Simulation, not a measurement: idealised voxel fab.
Process module under the name voxel self aligned vias
Square cell edge 5 nm, section width 220 nm, ID cut.
Throughout this document, each cross-section is represented as a grid of square cells and is presented as a sequence of bands enumerated from the top downward, where a band comprises one or more rows of cells.
Top, bottom (nm), then materials left to right with widths (nm); lone material tagged "throughout" fills the whole band edge to edge; "empty" = empty space.
Note: height 0 marks the level under which the wafer is uniformly one material as received. Lowest band unbounded below, written "z 0 and below".
It should be noted that a width expressed as "30..40" varies in equal increments from row to row of cells within the band, taking the value of the first number at the top row and that of the second number at the bottom row.
A step reported as "nothing changed" is a step in which no cell of the cross-section changed.
Closed empty spaces (no open way to the top) of 8 cells or more are what "Fully sealed cavities" lists, each as width x height at distance from the left edge, nm for all three.
If you see something after the settings on a step's line, that's the simulator's own remark about that step.
overlay nm: for a step with a mask, the amount by which the mask lay right of where it was planned; a negative amount means left of it.

The planned process steps are enumerated hereunder:
1. RECEIVE with material Si
2. CONFORMAL_DEP with material SiO2, thk nm 10
3. CONFORMAL_DEP with material SiCN, thk nm 5
4. DIRECTIONAL_DEP with material SiO2, thk nm 20
5. MASKED_ETCH with tone open, mask id LINES, width nm 20, pitch nm 65, etch materials SiO2, depth nm 20, overlay nm 0
6. CONFORMAL_DEP with material TiN, thk nm 5
7. FILL_DEP with material Ru, thk nm 5
8. CMP with height nm 35
9. SELECTIVE_ETCH with etch materials W Ru TiN, depth nm 5
10. FILL_DEP with material SiN, thk nm 5
11. CMP with height nm 35
12. DIRECTIONAL_DEP with material SiO2, thk nm 20
13. DIRECTIONAL_DEP with material aC, thk nm 15
14. PATTERN with tone open, mask id VIAS, material resist, width nm 40, pitch nm 130, thk nm 35, overlay nm 0
15. DIRECTIONAL_ETCH with etch materials aC, depth nm 15
16. STRIP with etch materials resist
17. DIRECTIONAL_ETCH with etch materials SiO2, depth nm 20
18. DIRECTIONAL_ETCH with etch materials SiN, depth nm 5
19. STRIP with etch materials aC
20. CONFORMAL_DEP with material TiN, thk nm 5
21. FILL_DEP with material Ru, thk nm 5
22. CMP with height nm 55
23. CONFORMAL_DEP with material SiN, thk nm 5

First wafer out of two, processed as planned:

As-received wafer cross-section (after step 1):
    z 0 and below = Si throughout
    Fully sealed cavities: none

Cross-section of the wafer after step 2:
    z 10 to 0 = SiO2 throughout
    Everything below 0 is unchanged.

Cross-section of the wafer after step 3:
    z 15 to 10 = SiCN throughout
    Everything below 10 is unchanged.

Cross-section of the wafer after step 4:
    z 35 to 15 = SiO2 throughout
    Everything below 15 is unchanged.

Cross-section of the wafer after step 5:
    z 35 to 15 = 35 of SiO2, 20 of empty, 45 of SiO2, 20 of empty, 45 of SiO2, 20 of empty, 35 of SiO2
    Everything below 15 is unchanged.

Cross-section of the wafer after step 6:
    z 40 to 35 = 40 of TiN, 10 of empty, 55 of TiN, 10 of empty, 55 of TiN, 10 of empty, 40 of TiN
    z 35 to 20 = 35 of SiO2, 5 of TiN, 10 of empty, 5 of TiN, 45 of SiO2, 5 of TiN, 10 of empty, 5 of TiN, 45 of SiO2, 5 of TiN, 10 of empty, 5 of TiN, 35 of SiO2
    z 20 to 15 = 35 of SiO2, 20 of TiN, 45 of SiO2, 20 of TiN, 45 of SiO2, 20 of TiN, 35 of SiO2
    Everything below 15 is unchanged.

Cross-section of the wafer after step 7:
    z 45 to 40 = Ru throughout
    z 40 to 35 = 40 of TiN, 10 of Ru, 55 of TiN, 10 of Ru, 55 of TiN, 10 of Ru, 40 of TiN
    z 35 to 20 = 35 of SiO2, 5 of TiN, 10 of Ru, 5 of TiN, 45 of SiO2, 5 of TiN, 10 of Ru, 5 of TiN, 45 of SiO2, 5 of TiN, 10 of Ru, 5 of TiN, 35 of SiO2
    Everything below 20 is unchanged.

Cross-section of the wafer after step 8:
    z 35 to 20 = 35 of SiO2, 5 of TiN, 10 of Ru, 5 of TiN, 45 of SiO2, 5 of TiN, 10 of Ru, 5 of TiN, 45 of SiO2, 5 of TiN, 10 of Ru, 5 of TiN, 35 of SiO2
    Everything below 20 is unchanged.

Cross-section of the wafer after step 9:
    z 35 to 30 = 35 of SiO2, 20 of empty, 45 of SiO2, 20 of empty, 45 of SiO2, 20 of empty, 35 of SiO2
    Everything below 30 is unchanged.

Cross-section of the wafer after step 10:
    z 40 to 35 = SiN throughout
    z 35 to 30 = 35 of SiO2, 20 of SiN, 45 of SiO2, 20 of SiN, 45 of SiO2, 20 of SiN, 35 of SiO2
    Everything below 30 is unchanged.

Cross-section of the wafer after step 11:
    z 35 to 30 = 35 of SiO2, 20 of SiN, 45 of SiO2, 20 of SiN, 45 of SiO2, 20 of SiN, 35 of SiO2
    Everything below 30 is unchanged.

Cross-section of the wafer after step 12:
    z 55 to 35 = SiO2 throughout
    Everything below 35 is unchanged.

Cross-section of the wafer after step 13:
    z 70 to 55 = aC throughout
    Everything below 55 is unchanged.

Cross-section of the wafer after step 14:
    z 105 to 70 = 25 of resist, 40 of empty, 90 of resist, 40 of empty, 25 of resist
    Everything below 70 is unchanged.

Cross-section of the wafer after step 15:
    z 90 to 70 = 25 of resist, 40 of empty, 90 of resist, 40 of empty, 25 of resist
    z 70 to 55 = 25 of aC, 40 of empty, 90 of aC, 40 of empty, 25 of aC
    Everything below 55 is unchanged.

Cross-section of the wafer after step 16:
    z 70 to 55 = 25 of aC, 40 of empty, 90 of aC, 40 of empty, 25 of aC
    Everything below 55 is unchanged.

Cross-section of the wafer after step 17:
    z 70 to 55 = 25 of aC, 40 of empty, 90 of aC, 40 of empty, 25 of aC
    z 55 to 35 = 25 of SiO2, 40 of empty, 90 of SiO2, 40 of empty, 25 of SiO2
    Everything below 35 is unchanged.

Cross-section of the wafer after step 18:
    z 70 to 55 = 25 of aC, 40 of empty, 90 of aC, 40 of empty, 25 of aC
    z 55 to 35 = 25 of SiO2, 40 of empty, 90 of SiO2, 40 of empty, 25 of SiO2
    z 35 to 30 = 35 of SiO2, 20 of empty, 45 of SiO2, 20 of SiN, 45 of SiO2, 20 of empty, 35 of SiO2
    Everything below 30 is unchanged.

Cross-section of the wafer after step 19:
    z 55 to 35 = 25 of SiO2, 40 of empty, 90 of SiO2, 40 of empty, 25 of SiO2
    Everything below 35 is unchanged.

Cross-section of the wafer after step 20:
    z 60 to 55 = 30 of TiN, 30 of empty, 100 of TiN, 30 of empty, 30 of TiN
    z 55 to 40 = 25 of SiO2, 5 of TiN, 30 of empty, 5 of TiN, 90 of SiO2, 5 of TiN, 30 of empty, 5 of TiN, 25 of SiO2
    z 40 to 35 = 25 of SiO2, 15 of TiN, 10 of empty, 15 of TiN, 90 of SiO2, 15 of TiN, 10 of empty, 15 of TiN, 25 of SiO2
    z 35 to 30 = 35 of SiO2, 20 of TiN, 45 of SiO2, 20 of SiN, 45 of SiO2, 20 of TiN, 35 of SiO2
    Everything below 30 is unchanged.

Cross-section of the wafer after step 21:
    z 65 to 60 = Ru throughout
    z 60 to 55 = 30 of TiN, 30 of Ru, 100 of TiN, 30 of Ru, 30 of TiN
    z 55 to 40 = 25 of SiO2, 5 of TiN, 30 of Ru, 5 of TiN, 90 of SiO2, 5 of TiN, 30 of Ru, 5 of TiN, 25 of SiO2
    z 40 to 35 = 25 of SiO2, 15 of TiN, 10 of Ru, 15 of TiN, 90 of SiO2, 15 of TiN, 10 of Ru, 15 of TiN, 25 of SiO2
    Everything below 35 is unchanged.

Cross-section of the wafer after step 22:
    z 55 to 40 = 25 of SiO2, 5 of TiN, 30 of Ru, 5 of TiN, 90 of SiO2, 5 of TiN, 30 of Ru, 5 of TiN, 25 of SiO2
    Everything below 40 is unchanged.

Cross-section of the wafer after step 23:
    z 60 to 55 = SiN throughout
    Everything below 55 is unchanged.

The second wafer was prepared from the same starting point and under the same plan as the first; its processing contained one mistake, and it remains indistinguishable from the first wafer up to and including step 16:

Second wafer at the planned finish of step 17, seen in cross-section:
    z 70 to 55 = 25 of aC, 40 of empty, 90 of aC, 40 of empty, 25 of aC
    z 55 to 35 = 25 of SiO2, 40 of empty, 90 of SiO2, 40 of empty, 25 of SiO2
    z 35 to 30 = 25 of SiO2, 10 of empty, 20 of SiN, 10 of empty, 35 of SiO2, 20 of SiN, 35 of SiO2, 10 of empty, 20 of SiN, 10 of empty, 25 of SiO2
    z 30 to 20 = 25 of SiO2, 10 of empty, 5 of TiN, 10 of Ru, 5 of TiN, 10 of empty, 35 of SiO2, 5 of TiN, 10 of Ru, 5 of TiN, 35 of SiO2, 10 of empty, 5 of TiN, 10 of Ru, 5 of TiN, 10 of empty, 25 of SiO2
    z 20 to 15 = 25 of SiO2, 10 of empty, 20 of TiN, 10 of empty, 35 of SiO2, 20 of TiN, 35 of SiO2, 10 of empty, 20 of TiN, 10 of empty, 25 of SiO2
    Everything below 15 is unchanged.

Second wafer at the planned finish of step 18, seen in cross-section:
    z 70 to 55 = 25 of aC, 40 of empty, 90 of aC, 40 of empty, 25 of aC
    z 55 to 35 = 25 of SiO2, 40 of empty, 90 of SiO2, 40 of empty, 25 of SiO2
    z 35 to 30 = 25 of SiO2, 40 of empty, 35 of SiO2, 20 of SiN, 35 of SiO2, 40 of empty, 25 of SiO2
    Everything below 30 is unchanged.

Second wafer at the planned finish of step 19, seen in cross-section:
    z 55 to 35 = 25 of SiO2, 40 of empty, 90 of SiO2, 40 of empty, 25 of SiO2
    Everything below 35 is unchanged.

Second wafer at the planned finish of step 20, seen in cross-section:
    z 60 to 55 = 30 of TiN, 30 of empty, 100 of TiN, 30 of empty, 30 of TiN
    z 55 to 35 = 25 of SiO2, 5 of TiN, 30 of empty, 5 of TiN, 90 of SiO2, 5 of TiN, 30 of empty, 5 of TiN, 25 of SiO2
    z 35 to 30 = 25 of SiO2, 40 of TiN, 35 of SiO2, 20 of SiN, 35 of SiO2, 40 of TiN, 25 of SiO2
    z 30 to 20 = 25 of SiO2, 15 of TiN, 10 of Ru, 15 of TiN, 35 of SiO2, 5 of TiN, 10 of Ru, 5 of TiN, 35 of SiO2, 15 of TiN, 10 of Ru, 15 of TiN, 25 of SiO2
    z 20 to 15 = 25 of SiO2, 40 of TiN, 35 of SiO2, 20 of TiN, 35 of SiO2, 40 of TiN, 25 of SiO2
    Everything below 15 is unchanged.

Second wafer at the planned finish of step 21, seen in cross-section:
    z 65 to 60 = Ru throughout
    z 60 to 55 = 30 of TiN, 30 of Ru, 100 of TiN, 30 of Ru, 30 of TiN
    z 55 to 35 = 25 of SiO2, 5 of TiN, 30 of Ru, 5 of TiN, 90 of SiO2, 5 of TiN, 30 of Ru, 5 of TiN, 25 of SiO2
    Everything below 35 is unchanged.

Second wafer at the planned finish of step 22, seen in cross-section:
    z 55 to 35 = 25 of SiO2, 5 of TiN, 30 of Ru, 5 of TiN, 90 of SiO2, 5 of TiN, 30 of Ru, 5 of TiN, 25 of SiO2
    Everything below 35 is unchanged.

Second wafer at the planned finish of step 23, seen in cross-section:
    z 60 to 55 = SiN throughout
    Everything below 55 is unchanged.
What broke from the plan during processing? step 17 of the plan was twice carried out
at the end the second wafer has, in cells: +8 Ru, -32 SiO2, +24 TiN
